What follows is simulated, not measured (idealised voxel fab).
The process module that follows is named voxel ribs on slabs.
Pictured: cross-section cut, 295 nm wide, on a grid of 5 nm square cells.
Cross-section layout: square cells on a grid; listed as bands, top to bottom; a band spans one or more cell rows. Quick guide to a band line: top height, bottom height (nm) up front; then every material left to right with its width in nm. Only one material and it's marked "all across"? Then it fills the band edge to edge. And "air" just means empty space. All heights in this document are referenced to 0, defined as the level beneath which the wafer, as received, consists entirely of one material. The lowest band is not bounded below; it extends indefinitely downward and is written in the form "0 -> down". Think of "30->40" as a width that walks from the first number to the second as you go down the band, top row to bottom row, taking equal-sized steps from row to row. No cell of the cross-section changed in a step that is given as "remains unaltered". The entry titled "Fully sealed voids" provides the empty spaces that have no open way to the top, restricted to those of 8 cells or more. Each is presented as width x height at distance, the distance being measured from the left edge, with all three in nm. Read whatever lies past the settings on a step's line as the simulator's own remark about the step. Each step line may optionally specify "overlay nm", which for a step with a mask gives the rightward distance between the mask's planned place and where it lay, a negative value indicating the leftward direction.

# List of planned process steps
1. RECEIVE | material Si
2. DIRECTIONAL_DEP | material SiO2 | thk nm 20
3. DIRECTIONAL_DEP | material SiN | thk nm 15
4. MASKED_ETCH | tone cover | mask id RIB | width nm 20 | etch materials SiN | depth nm 5 | overlay nm 0
5. DIRECTIONAL_DEP | material aC | thk nm 15
6. PATTERN | tone cover | mask id SLAB | material resist | width nm 50 | thk nm 30 | overlay nm 0
7. DIRECTIONAL_ETCH | etch materials aC | depth nm 15
8. STRIP | etch materials resist
9. DIRECTIONAL_ETCH | etch materials SiN | depth nm 10
10. STRIP | etch materials aC
11. FILL_DEP | material SiO2 | thk nm 20
12. CMP | height nm 45
13. DIRECTIONAL_DEP | material TiN | thk nm 5
14. PATTERN | tone cover | mask id HEATER | material resist | width nm 30 | thk nm 15 | overlay nm 0
15. DIRECTIONAL_ETCH | etch materials TiN | depth nm 5
16. STRIP | etch materials resist
17. CONFORMAL_DEP | material SiO2 | thk nm 10

# Here's what the wafer looked like in cross-section when it arrived - that's after step 1
    0 -> down  Si all across
    Fully sealed voids: none

# Look at the cross-section after the module: the wafer started out the way shown above and the plan was the one shown above, yet one mistake was made along the way
    60 -> 55  air=120 / SiO2=50 / air=125
    55 -> 50  SiO2 all across
    50 -> 45  SiO2=130 / TiN=30 / SiO2=135
    45 -> 15  SiO2 all across
    15 -> 0  SiN all across
    0 -> down  Si all across
    Fully sealed voids: none
What went wrong in running the wafer? deviation from plan: step 3 and step 2 executed in one another's positions
